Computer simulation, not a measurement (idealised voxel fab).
The process module that follows is named voxel tone inversion.
Pictured: cross-section cut, 225 nm wide, on a grid of 5 nm square cells.
Format of a cross-section: grid, square cells. Given as bands. Order: top down. Band: one or more rows of cells. Band: top height; bottom height; in nm. Then, left to right: material with width in nm, for each material. "edge to edge": a single material spanning edge to edge. "empty": empty space. Counting heights begins at 0, where everything beneath is, in the wafer as received, one material. The lowest band has no bottom; it goes on downwards, as "0 and below" shows. Think of "30..40" as a width that walks from the first number to the second as you go down the band, top row to bottom row, taking equal-sized steps from row to row. What does "nothing altered" mean for a step? It means no cell of the cross-section changed in that step. Empty spaces counting at least 8 cells and having no open way to the top are listed in "Unvented internal voids". The notation width x height at distance is used for each, the distance being from the left edge and all three values in nm. The remark found on a step's line after its settings is issued by the simulator itself and pertains to that step. The "overlay nm" setting may appear on a step's line; for a step that uses a mask, it gives how far to the right of its planned position the mask lay, and a negative value indicates the left.

-- Intended process steps
1) RECEIVE [material Si]
2) CONFORMAL_DEP [material SiN] [thk nm 5]
3) DIRECTIONAL_DEP [material polySi] [thk nm 20]
4) PATTERN [tone cover] [mask id POSTS] [material resist] [width nm 25] [pitch nm 40] [thk nm 30] [overlay nm 0]
5) DIRECTIONAL_ETCH [etch materials polySi] [depth nm 20]
6) STRIP [etch materials resist]
7) FILL_DEP [material lowk] [thk nm 10]
8) CMP [height nm 25]
9) STRIP [etch materials polySi]

-- Cross-section of the incoming wafer, state after step 1
  0 and below = Si edge to edge
  Unvented internal voids: none

-- Same starting wafer, same plan as above, one mistake in the execution; this is the cross-section at the end of the module
  25 down to 5 = lowk 35 nm  empty 25 nm  lowk 15 nm  empty 25 nm  lowk 15 nm  empty 25 nm  lowk 15 nm  empty 25 nm  lowk 45 nm
  5 down to 0 = SiN edge to edge
  0 and below = Si edge to edge
  Unvented internal voids: none
Plan not followed: for step 4, the planned setting was not used; the step was instead run as PATTERN [tone cover] [mask id POSTS] [material resist] [width nm 25] [pitch nm 40] [thk nm 30] [overlay nm -5]
